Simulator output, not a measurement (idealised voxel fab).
process module | voxel double patterning
cross-section cut | 160 nm wide | cells 5 nm
A cross-section is a grid of square cells, given in bands from the top down. A band is one or more rows of cells.
Each band's line starts with the height of the band's top and of its bottom, in nm. Then come its materials from left to right, each with its width in nm. One material with "throughout" fills the band from edge to edge. "air" is empty space.
Height 0 is the level under which the wafer as received is all one material. The lowest band goes on downwards, as in "0 down".
A width such as "30 to 40" changes by the same amount from each row of cells to the next, from the band's top row to its bottom row.
"no change" after a step means that no cell of the cross-section changed.
closed voids: empty space of 8 cells or more with no open way to the top, each as width x height at its distance from the left edge, in nm
after a step's settings: what the simulator itself notes on the step
overlay nm, on a step with a mask: how far to the right of its planned place the mask lay; to the left if negative
plan
1 op RECEIVE | material Si
2 op CONFORMAL_DEP | material SiO2 | thk nm 10
3 op DIRECTIONAL_DEP | material W | thk nm 10
4 op DIRECTIONAL_DEP | material SiCN | thk nm 5
5 op DIRECTIONAL_DEP | material aC | thk nm 15
6 op PATTERN | tone open | mask id FIRST | material resist | width nm 15 | pitch nm 50 | thk nm 30 | overlay nm 0
7 op DIRECTIONAL_ETCH | etch materials aC | depth nm 15
8 op STRIP | etch materials resist
9 op DIRECTIONAL_ETCH | etch materials SiCN | depth nm 5
10 op STRIP | etch materials aC
11 op DIRECTIONAL_DEP | material aC | thk nm 10
12 op PATTERN | tone open | mask id SECOND | material resist | width nm 15 | pitch nm 50 | thk nm 30 | overlay nm 0
13 op DIRECTIONAL_ETCH | etch materials aC | depth nm 10
14 op STRIP | etch materials resist
15 op DIRECTIONAL_ETCH | etch materials SiCN | depth nm 5
16 op STRIP | etch materials aC
17 op DIRECTIONAL_ETCH | etch materials W | depth nm 10
18 op STRIP | etch materials SiCN
first wafer, as planned
as received, after step 1
  0 down: Si throughout
  closed voids: none
after step 2
  10 to 0: SiO2 throughout
  below 0: unchanged
after step 3
  20 to 10: W throughout
  below 10: unchanged
after step 4
  25 to 20: SiCN throughout
  below 20: unchanged
after step 5
  40 to 25: aC throughout
  below 25: unchanged
after step 6
  70 to 40: resist 20 | air 15 | resist 35 | air 15 | resist 35 | air 15 | resist 25
  below 40: unchanged
after step 7
  55 to 40: resist 20 | air 15 | resist 35 | air 15 | resist 35 | air 15 | resist 25
  40 to 25: aC 20 | air 15 | aC 35 | air 15 | aC 35 | air 15 | aC 25
  below 25: unchanged
after step 8
  40 to 25: aC 20 | air 15 | aC 35 | air 15 | aC 35 | air 15 | aC 25
  below 25: unchanged
after step 9
  40 to 25: aC 20 | air 15 | aC 35 | air 15 | aC 35 | air 15 | aC 25
  25 to 20: SiCN 20 | air 15 | SiCN 35 | air 15 | SiCN 35 | air 15 | SiCN 25
  below 20: unchanged
after step 10
  25 to 20: SiCN 20 | air 15 | SiCN 35 | air 15 | SiCN 35 | air 15 | SiCN 25
  below 20: unchanged
after step 11
  35 to 30: aC 20 | air 15 | aC 35 | air 15 | aC 35 | air 15 | aC 25
  30 to 25: aC throughout
  25 to 20: SiCN 20 | aC 15 | SiCN 35 | aC 15 | SiCN 35 | aC 15 | SiCN 25
  below 20: unchanged
after step 12
  65 to 35: resist 45 | air 15 | resist 35 | air 15 | resist 50
  35 to 30: aC 20 | resist 15 | aC 35 | resist 15 | aC 35 | resist 15 | aC 25
  below 30: unchanged
after step 13
  55 to 35: resist 45 | air 15 | resist 35 | air 15 | resist 50
  35 to 30: aC 20 | resist 15 | aC 10 | air 15 | aC 10 | resist 15 | aC 10 | air 15 | aC 10 | resist 15 | aC 25
  30 to 25: aC 45 | air 15 | aC 35 | air 15 | aC 50
  below 25: unchanged
after step 14
  35 to 30: aC 20 | air 15 | aC 10 | air 15 | aC 10 | air 15 | aC 10 | air 15 | aC 10 | air 15 | aC 25
  below 30: unchanged
after step 15
  35 to 30: aC 20 | air 15 | aC 10 | air 15 | aC 10 | air 15 | aC 10 | air 15 | aC 10 | air 15 | aC 25
  30 to 25: aC 45 | air 15 | aC 35 | air 15 | aC 50
  25 to 20: SiCN 20 | aC 15 | SiCN 10 | air 15 | SiCN 10 | aC 15 | SiCN 10 | air 15 | SiCN 10 | aC 15 | SiCN 25
  below 20: unchanged
after step 16
  25 to 20: SiCN 20 | air 15 | SiCN 10 | air 15 | SiCN 10 | air 15 | SiCN 10 | air 15 | SiCN 10 | air 15 | SiCN 25
  below 20: unchanged
after step 17
  25 to 20: SiCN 20 | air 15 | SiCN 10 | air 15 | SiCN 10 | air 15 | SiCN 10 | air 15 | SiCN 10 | air 15 | SiCN 25
  20 to 10: W 20 | air 15 | W 10 | air 15 | W 10 | air 15 | W 10 | air 15 | W 10 | air 15 | W 25
  below 10: unchanged
after step 18
  20 to 10: W 20 | air 15 | W 10 | air 15 | W 10 | air 15 | W 10 | air 15 | W 10 | air 15 | W 25
  below 10: unchanged
second wafer: like start, like plan, one mistake. Through step 11 it matches the first wafer
when step 12 should have ended
  65 to 35: resist 40 | air 15 | resist 35 | air 15 | resist 55
  35 to 30: aC 20 | resist 15 | aC 35 | resist 15 | aC 35 | resist 15 | aC 25
  below 30: unchanged
when step 13 should have ended
  55 to 35: resist 40 | air 15 | resist 35 | air 15 | resist 55
  35 to 30: aC 20 | resist 15 | aC 5 | air 15 | aC 15 | resist 15 | aC 5 | air 15 | aC 15 | resist 15 | aC 25
  30 to 25: aC 40 | air 15 | aC 35 | air 15 | aC 55
  below 25: unchanged
when step 14 should have ended
  35 to 30: aC 20 | air 15 | aC 5 | air 15 | aC 15 | air 15 | aC 5 | air 15 | aC 15 | air 15 | aC 25
  below 30: unchanged
when step 15 should have ended
  35 to 30: aC 20 | air 15 | aC 5 | air 15 | aC 15 | air 15 | aC 5 | air 15 | aC 15 | air 15 | aC 25
  30 to 25: aC 40 | air 15 | aC 35 | air 15 | aC 55
  25 to 20: SiCN 20 | aC 15 | SiCN 5 | air 15 | SiCN 15 | aC 15 | SiCN 5 | air 15 | SiCN 15 | aC 15 | SiCN 25
  below 20: unchanged
when step 16 should have ended
  25 to 20: SiCN 20 | air 15 | SiCN 5 | air 15 | SiCN 15 | air 15 | SiCN 5 | air 15 | SiCN 15 | air 15 | SiCN 25
  below 20: unchanged
when step 17 should have ended
  25 to 20: SiCN 20 | air 15 | SiCN 5 | air 15 | SiCN 15 | air 15 | SiCN 5 | air 15 | SiCN 15 | air 15 | SiCN 25
  20 to 10: W 20 | air 15 | W 5 | air 15 | W 15 | air 15 | W 5 | air 15 | W 15 | air 15 | W 25
  below 10: unchanged
when step 18 should have ended
  20 to 10: W 20 | air 15 | W 5 | air 15 | W 15 | air 15 | W 5 | air 15 | W 15 | air 15 | W 25
  below 10: unchanged
what went wrong: step 12 ran as: op PATTERN | tone open | mask id SECOND | material resist | width nm 15 | pitch nm 50 | thk nm 30 | overlay nm -5
at the end the second wafer has, in cells: as many of each material as the first, in other places
